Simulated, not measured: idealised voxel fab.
Process module name: voxel transistor to metal
Square cell edge 5 nm, section width 215 nm, ID cut.
In what follows, cross-sections appear as grids of square cells, described through bands that run from the top down, where every band is one or more rows of cells. Band entry format. Leading values: height of top, height of bottom, nm. Remainder: materials in left-to-right order, each with its width in nm. Special words: "full width" on a single material, which then fills the band edge to edge; "air", empty space. Height datum 0, below which the as-received substrate wafer is one material. Lowest band open at the bottom, running downward: "z 0 and below". Graded width ("30->40"): value in top row of band = first number; value in bottom row = second number; row-to-row change constant. Step note "changes: none" = no cross-section cell changed. The list in "Entrapped voids" covers empty spaces of 8 cells or more that cannot reach the top through any open way, and it gives each as width x height at distance; the distance is from the left edge, and width, height and distance are in nm. Note: text after step settings on the step line = simulator remark on that step. overlay nm: mask offset rightward from planned place, masked step; negative means leftward offset.

These are the steps we planned for the process
- 1: op RECEIVE | material Si
- 2: op CONFORMAL_DEP | material SiO2 | thk nm 5
- 3: op CONFORMAL_DEP | material SiN | thk nm 10
- 4: op DIRECTIONAL_DEP | material aC | thk nm 15
- 5: op PATTERN | tone cover | mask id ACTIVE | material resist | width nm 115 | thk nm 30 | overlay nm 0
- 6: op DIRECTIONAL_ETCH | etch materials aC | depth nm 15
- 7: op STRIP | etch materials resist
- 8: op DIRECTIONAL_ETCH | etch materials SiN | depth nm 10
- 9: op DIRECTIONAL_ETCH | etch materials SiO2 | depth nm 5
- 10: op DIRECTIONAL_ETCH | etch materials Si | depth nm 30
- 11: op STRIP | etch materials aC
- 12: op FILL_DEP | material SiO2 | thk nm 10
- 13: op CMP | height nm 15
- 14: op SELECTIVE_ETCH | etch materials SiO2 | depth nm 5
- 15: op STRIP | etch materials SiN
- 16: op SELECTIVE_ETCH | etch materials SiO2 | depth nm 5
- 17: op OXIDIZE | depth nm 5
- 18: op DIRECTIONAL_DEP | material polySi | thk nm 30
- 19: op DIRECTIONAL_DEP | material SiCN | thk nm 15
- 20: op MASKED_ETCH | tone cover | mask id GATE | width nm 35 | etch materials SiCN | depth nm 25 | overlay nm 0
- 21: op MASKED_ETCH | tone cover | mask id GATE | width nm 35 | etch materials polySi | depth nm 40 | overlay nm 0
- 22: op CONFORMAL_DEP | material SiO2 | thk nm 5
- 23: op DIRECTIONAL_ETCH | etch materials SiO2 | depth nm 5
- 24: op CONFORMAL_DEP | material SiN | thk nm 5
- 25: op DIRECTIONAL_ETCH | etch materials SiN | depth nm 5
- 26: op DIRECTIONAL_ETCH | etch materials SiO2 | depth nm 5
- 27: op DIRECTIONAL_ETCH | etch materials Si | depth nm 15
- 28: op EPI | material pSi | thk nm 20
- 29: op FILL_DEP | material SiO2 | thk nm 5
- 30: op CMP | height nm 30
- 31: op STRIP | etch materials polySi
- 32: op SELECTIVE_ETCH | etch materials SiO2 | depth nm 5
- 33: op CONFORMAL_DEP | material HfO2 | thk nm 5
- 34: op CONFORMAL_DEP | material TiN | thk nm 5
- 35: op FILL_DEP | material W | thk nm 5
- 36: op CMP | height nm 25
- 37: op DIRECTIONAL_DEP | material SiO2 | thk nm 10
- 38: op MASKED_ETCH | tone open | mask id CONTACT | width nm 20 | pitch nm 85 | etch materials SiO2 | depth nm 20 | overlay nm 0
- 39: op CONFORMAL_DEP | material TiN | thk nm 5
- 40: op FILL_DEP | material W | thk nm 5
- 41: op CMP | height nm 35
- 42: op DIRECTIONAL_DEP | material TiN | thk nm 5
- 43: op DIRECTIONAL_DEP | material W | thk nm 15
- 44: op MASKED_ETCH | tone cover | mask id METAL_1 | width nm 20 | pitch nm 85 | etch materials W | depth nm 15 | overlay nm 0
- 45: op MASKED_ETCH | tone cover | mask id METAL_1 | width nm 20 | pitch nm 85 | etch materials TiN | depth nm 5 | overlay nm 0
- 46: op FILL_DEP | material SiO2 | thk nm 5
- 47: op CMP | height nm 55
- 48: op CONFORMAL_DEP | material SiN | thk nm 5

as received, after step 1
- z 0 and below: Si full width
- Entrapped voids: none

First of two wafers, end-of-module section, run followed plan
- z 60 to 55: SiN full width
- z 55 to 40: 55 of SiO2; 20 of W; 65 of SiO2; 20 of W; 55 of SiO2
- z 40 to 35: 55 of SiO2; 20 of TiN; 65 of SiO2; 20 of TiN; 55 of SiO2
- z 35 to 25: 55 of SiO2; 5 of TiN; 10 of W; 5 of TiN; 65 of SiO2; 5 of TiN; 10 of W; 5 of TiN; 55 of SiO2
- z 25 to 20: 55 of SiO2; 5 of TiN; 10 of W; 5 of TiN; 5 of SiO2; 5 of SiN; 5 of HfO2; 5 of TiN; 25 of W; 5 of TiN; 5 of HfO2; 5 of SiN; 5 of SiO2; 5 of TiN; 10 of W; 5 of TiN; 55 of SiO2
- z 20 to 15: 55 of SiO2; 20 of TiN; 5 of SiO2; 5 of SiN; 5 of HfO2; 5 of TiN; 25 of W; 5 of TiN; 5 of HfO2; 5 of SiN; 5 of SiO2; 20 of TiN; 55 of SiO2
- z 15 to 5: 45 of SiO2; 35 of pSi; 5 of SiN; 5 of HfO2; 5 of TiN; 25 of W; 5 of TiN; 5 of HfO2; 5 of SiN; 35 of pSi; 45 of SiO2
- z 5 to 0: 45 of SiO2; 5 of pSi; 5 of SiN; 25 of pSi; 5 of SiN; 5 of HfO2; 35 of TiN; 5 of HfO2; 5 of SiN; 25 of pSi; 5 of SiN; 5 of pSi; 45 of SiO2
- z 0 to -5: 55 of SiO2; 25 of pSi; 5 of SiO2; 45 of HfO2; 5 of SiO2; 25 of pSi; 55 of SiO2
- z -5 to -20: 50 of SiO2; 5 of Si; 25 of pSi; 55 of Si; 25 of pSi; 5 of Si; 50 of SiO2
- z -20 to -30: 50 of SiO2; 115 of Si; 50 of SiO2
- z -30 and below: Si full width
- Entrapped voids: none

Cross-sectional view of the second of two wafers upon completion of the module. This wafer shared its starting condition and process plan with the first; one error was made during its execution
- z 60 to 55: SiN full width
- z 55 to 40: 55 of SiO2; 20 of W; 65 of SiO2; 20 of W; 55 of SiO2
- z 40 to 35: 55 of SiO2; 20 of TiN; 65 of SiO2; 20 of TiN; 55 of SiO2
- z 35 to 25: 55 of SiO2; 5 of TiN; 10 of W; 5 of TiN; 65 of SiO2; 5 of TiN; 10 of W; 5 of TiN; 55 of SiO2
- z 25 to 20: 55 of SiO2; 5 of TiN; 10 of W; 5 of TiN; 5 of SiO2; 5 of SiN; 5 of HfO2; 5 of TiN; 25 of W; 5 of TiN; 5 of HfO2; 5 of SiN; 5 of SiO2; 5 of TiN; 10 of W; 5 of TiN; 55 of SiO2
- z 20 to 15: 55 of SiO2; 20 of TiN; 5 of SiO2; 5 of SiN; 5 of HfO2; 5 of TiN; 25 of W; 5 of TiN; 5 of HfO2; 5 of SiN; 5 of SiO2; 20 of TiN; 55 of SiO2
- z 15 to 5: 50 of SiO2; 30 of pSi; 5 of SiN; 5 of HfO2; 5 of TiN; 25 of W; 5 of TiN; 5 of HfO2; 5 of SiN; 35 of pSi; 45 of SiO2
- z 5 to 0: 50 of SiO2; 5 of pSi; 5 of SiN; 20 of pSi; 5 of SiN; 5 of HfO2; 35 of TiN; 5 of HfO2; 5 of SiN; 25 of pSi; 5 of SiN; 5 of pSi; 45 of SiO2
- z 0 to -5: 60 of SiO2; 20 of pSi; 5 of SiO2; 45 of HfO2; 5 of SiO2; 25 of pSi; 55 of SiO2
- z -5 to -20: 55 of SiO2; 5 of Si; 20 of pSi; 55 of Si; 25 of pSi; 5 of Si; 50 of SiO2
- z -20 to -30: 55 of SiO2; 110 of Si; 50 of SiO2
- z -30 and below: Si full width
- Entrapped voids: none
What went wrong in running the wafer? step 5 did not happen as planned, as run it was op PATTERN | tone cover | mask id ACTIVE | material resist | width nm 110 | thk nm 30 | overlay nm 0
Per the end-of-run cell counts, the second wafer holds more or fewer of some materials than the first: Si -2; SiO2 +9; pSi -7
